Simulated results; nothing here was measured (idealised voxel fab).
Title: Process Module voxel self aligned vias
Cross-sectional view cut (width: 185 nm; square cell size: 5 nm).
Cross-section spec: square-cell grid; bands listed top down; each band is one or more rows.
For a band, the entry starts with two heights in nm, that of the top and then that of the bottom, and carries on with the band's materials in order from left to right, each alongside its width in nm; the word "all across" beside a single material means it fills the band edge to edge, and "blank" means empty space.
Beneath 0, the wafer as received is one material, and that level is where height counting begins. The lowest band goes on downward without a bottom; it is written like "z 0 and below".
Width "30..40": first value at the band's top row of cells, second value at its bottom row, equal change from row to row.
What does "no modification" mean for a step? It means no cell of the cross-section changed in that step.
This entry, "Voids, enclosed", enumerates those empty regions of no fewer than 8 cells that possess no open connection to the top. Each region is reported in the form width x height at distance, the distance being taken from the left edge, with all three quantities expressed in nm.
If you see something after the settings on a step's line, that's the simulator's own remark about that step.
overlay nm: mask right of planned place by this much (step with mask). Neg. = left.
Intended process steps
1. RECEIVE,material Si
2. CONFORMAL_DEP,material SiO2,thk nm 10
3. CONFORMAL_DEP,material SiCN,thk nm 5
4. DIRECTIONAL_DEP,material SiO2,thk nm 30
5. DIRECTIONAL_DEP,material aC,thk nm 10
6. PATTERN,tone open,mask id LINES,material resist,width nm 20,pitch nm 70,thk nm 30,overlay nm -15
7. DIRECTIONAL_ETCH,etch materials aC,depth nm 10
8. STRIP,etch materials resist
9. DIRECTIONAL_ETCH,etch materials SiO2,depth nm 30
10. STRIP,etch materials aC
11. CONFORMAL_DEP,material TiN,thk nm 5
12. FILL_DEP,material W,thk nm 10
13. CMP,height nm 45
14. SELECTIVE_ETCH,etch materials W Ru TiN,depth nm 10
15. FILL_DEP,material SiN,thk nm 10
16. CMP,height nm 45
17. DIRECTIONAL_DEP,material SiO2,thk nm 20
18. MASKED_ETCH,tone open,mask id VIAS,width nm 40,pitch nm 70,etch materials SiO2,depth nm 20,overlay nm 0
19. MASKED_ETCH,tone open,mask id VIAS,width nm 40,pitch nm 70,etch materials SiN,depth nm 10,overlay nm 0
20. CONFORMAL_DEP,material TiN,thk nm 5
21. FILL_DEP,material Cu,thk nm 10
22. CMP,height nm 65
23. CONFORMAL_DEP,material SiCN,thk nm 5
Wafer-to-wafer difference: overlay nm, step 6. Common start. Plan = first wafer's value.
Received wafers, first of several: cross-section after step 1
	z 0 and below | Si all across
	Voids, enclosed: none
Here's the first of several wafers in cross-section, end of the module, after the last step, step 23
	z 70 to 65 | SiCN all across
	z 65 to 50 | 35 SiO2  5 TiN  30 Cu  5 TiN  30 SiO2  5 TiN  30 Cu  5 TiN  40 SiO2
	z 50 to 45 | 35 SiO2  5 TiN  5 Cu  30 TiN  30 SiO2  5 TiN  5 Cu  30 TiN  40 SiO2
	z 45 to 40 | 30 SiO2  5 SiN  5 TiN  5 Cu  5 TiN  50 SiO2  5 SiN  5 TiN  5 Cu  5 TiN  65 SiO2
	z 40 to 35 | 30 SiO2  5 SiN  15 TiN  50 SiO2  5 SiN  15 TiN  65 SiO2
	z 35 to 20 | 30 SiO2  5 TiN  10 W  5 TiN  50 SiO2  5 TiN  10 W  5 TiN  65 SiO2
	z 20 to 15 | 30 SiO2  20 TiN  50 SiO2  20 TiN  65 SiO2
	z 15 to 10 | SiCN all across
	z 10 to 0 | SiO2 all across
	z 0 and below | Si all across
	Voids, enclosed: none
Last wafer x-sec, end of module
	z 70 to 65 | SiCN all across
	z 65 to 50 | 35 SiO2  5 TiN  30 Cu  5 TiN  30 SiO2  5 TiN  30 Cu  5 TiN  40 SiO2
	z 50 to 45 | 35 SiO2  30 TiN  5 Cu  5 TiN  30 SiO2  30 TiN  5 Cu  5 TiN  40 SiO2
	z 45 to 40 | 60 SiO2  5 TiN  5 Cu  5 TiN  5 SiN  50 SiO2  5 TiN  5 Cu  5 TiN  5 SiN  35 SiO2
	z 40 to 35 | 60 SiO2  15 TiN  5 SiN  50 SiO2  15 TiN  5 SiN  35 SiO2
	z 35 to 20 | 60 SiO2  5 TiN  10 W  5 TiN  50 SiO2  5 TiN  10 W  5 TiN  35 SiO2
	z 20 to 15 | 60 SiO2  20 TiN  50 SiO2  20 TiN  35 SiO2
	z 15 to 10 | SiCN all across
	z 10 to 0 | SiO2 all across
	z 0 and below | Si all across
	Voids, enclosed: none
Take any row and you have a wafer at the end of the module: how many cells of each material it has gained (+) or lost (-) since it was received, and then its closed voids
overlay nm -15, +40 Cu, +74 SiCN, +4 SiN, +332 SiO2, +56 TiN, +12 W, Voids, enclosed: none
overlay nm -10, +44 Cu, +74 SiCN, +332 SiO2, +56 TiN, +12 W, Voids, enclosed: none
overlay nm -5, +44 Cu, +74 SiCN, +332 SiO2, +56 TiN, +12 W, Voids, enclosed: none
overlay nm 0, +44 Cu, +74 SiCN, +332 SiO2, +56 TiN, +12 W, Voids, enclosed: none
overlay nm 5, +44 Cu, +74 SiCN, +332 SiO2, +56 TiN, +12 W, Voids, enclosed: none
overlay nm 10, +44 Cu, +74 SiCN, +332 SiO2, +56 TiN, +12 W, Voids, enclosed: none
overlay nm 15, +40 Cu, +74 SiCN, +4 SiN, +332 SiO2, +56 TiN, +12 W, Voids, enclosed: none
